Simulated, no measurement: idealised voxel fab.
Process module under the name voxel released beams
Cross-sectional view cut (width: 185 nm; square cell size: 5 nm).
In this document a cross-section is written as a grid of square cells. It is given as a series of bands, listed from the top down, and a band is one or more rows of cells. Top, bottom (nm), then materials left to right with widths (nm); lone material tagged "edge to edge" fills the whole band edge to edge; "air" = empty space. Note: height 0 marks the level under which the wafer is uniformly one material as received. Lowest band unbounded below, written "0 down". Graded width ("30 to 40"): value in top row of band = first number; value in bottom row = second number; row-to-row change constant. Where a step carries "nothing altered", the cross-section came out of it unchanged, cell for cell. "Closed internal cavities": sealed empty spaces, 8 cells or more, no open way to top, listed width x height at distance, with distance from the left edge and width, height and distance in nm. On each step's line, the part that comes after the settings is the simulator's own comment on the step. overlay nm: for a step with a mask, the amount by which the mask lay right of where it was planned; a negative amount means left of it.
[List of planned process steps]
1 RECEIVE with material Si
2 CONFORMAL_DEP with material Al2O3, thk nm 10
3 DIRECTIONAL_DEP with material SiO2, thk nm 20
4 DIRECTIONAL_DEP with material aC, thk nm 10
5 PATTERN with tone open, mask id ANCHOR, material resist, width nm 45, thk nm 30, overlay nm 0
6 DIRECTIONAL_ETCH with etch materials aC, depth nm 10
7 STRIP with etch materials resist
8 DIRECTIONAL_ETCH with etch materials SiO2, depth nm 20
9 STRIP with etch materials aC
10 CONFORMAL_DEP with material polySi, thk nm 15
11 MASKED_ETCH with tone cover, mask id BEAM, width nm 110, etch materials polySi, depth nm 15, overlay nm 0
12 STRIP with etch materials SiO2
[as received, after step 1]
* 0 down | Si edge to edge
* Closed internal cavities: none
[first wafer at the end, as planned]
* 45 to 30 | 35 air | 20 polySi | 15 air | 75 polySi | 40 air
* 30 to 25 | 40 air | 15 polySi | 15 air | 15 polySi | 100 air
* 25 to 10 | 40 air | 45 polySi | 100 air
* 10 to 0 | Al2O3 edge to edge
* 0 down | Si edge to edge
* Closed internal cavities: none
[End of module, second wafer, cross-section. Started like the first, planned like the first, run with one mistake]
* 45 to 30 | 40 air | 15 polySi | 15 air | 75 polySi | 40 air
* 30 to 25 | 40 air | 15 polySi | 15 air | 15 polySi | 100 air
* 25 to 10 | 40 air | 45 polySi | 100 air
* 10 to 0 | Al2O3 edge to edge
* 0 down | Si edge to edge
* Closed internal cavities: none
Diagnosis: in deviation from the planned setting, step 11 was conducted as MASKED_ETCH with tone cover, mask id BEAM, width nm 105, etch materials polySi, depth nm 15, overlay nm 0
Heads up, by the end the second wafer has more or fewer cells of some materials compared to the first: -3 polySi
